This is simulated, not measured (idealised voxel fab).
Process module under the name voxel ribs on slabs
Cross-section cut: width 190 nm, square cells of 5 nm.
We lay out every cross-section as a grid of square cells and spell it out in bands from the top down, where one band means one or more rows of cells. What a band's entry tells you: where the top is and where the bottom is, as heights in nm, and after that what lies inside, material by material from left to right, each with its width in nm. Empty space is written as the word "air", and a single material marked with the word "full width" occupies the band from edge to edge. Height is counted from the level 0, under which the received wafer is composed throughout of one material. The lowest of the bands is not closed at the bottom but continues downward, in the notation "from 0 down". Top row gets the first number, bottom row gets the second, and each row in between changes by the same step: that is how a band width like "30..40" works. What does "no modification" mean for a step? It means no cell of the cross-section changed in that step. The label "Catalogued sealed voids" introduces a list of the empty spaces, 8 cells or larger, that have no open way up to the top; each entry in it reads width x height at distance, where the distance is taken from the left edge and all three are stated in nm. Read whatever lies past the settings on a step's line as the simulator's own remark about the step. overlay nm: step with mask; distance mask lay right of planned place; negative value = left of planned place.
### plan
1 RECEIVE: material Si
2 DIRECTIONAL_DEP: material SiO2, thk nm 30
3 DIRECTIONAL_DEP: material polySi, thk nm 20
4 PATTERN: tone cover, mask id RIB, material resist, width nm 30, thk nm 20, overlay nm 0
5 DIRECTIONAL_ETCH: etch materials polySi, depth nm 15
6 STRIP: etch materials resist
7 PATTERN: tone cover, mask id SLAB, material resist, width nm 80, thk nm 15, overlay nm 0
8 DIRECTIONAL_ETCH: etch materials polySi, depth nm 5
9 STRIP: etch materials resist
10 FILL_DEP: material SiO2, thk nm 20
11 CMP: height nm 60
12 DIRECTIONAL_DEP: material W, thk nm 5
13 MASKED_ETCH: tone cover, mask id HEATER, width nm 40, etch materials W, depth nm 5, overlay nm 0
14 CONFORMAL_DEP: material SiO2, thk nm 5
### Wafer cross-section on receipt, i.e. after step 1
- from 0 down = Si full width
- Catalogued sealed voids: none
### Post-module cross-section: identical start and plan to those above, one misstep in execution
- from 70 to 65 = air (70); SiO2 (50); air (70)
- from 65 to 60 = SiO2 (75); W (40); SiO2 (75)
- from 60 to 45 = SiO2 full width
- from 45 to 35 = SiO2 (80); polySi (30); SiO2 (80)
- from 35 to 30 = polySi (55); SiO2 (25); polySi (30); SiO2 (25); polySi (55)
- from 30 to 0 = SiO2 full width
- from 0 down = Si full width
- Catalogued sealed voids: none
The plan and the run diverged here: step 7 changed vs plan, executed as PATTERN: tone open, mask id SLAB, material resist, width nm 80, thk nm 15, overlay nm 0
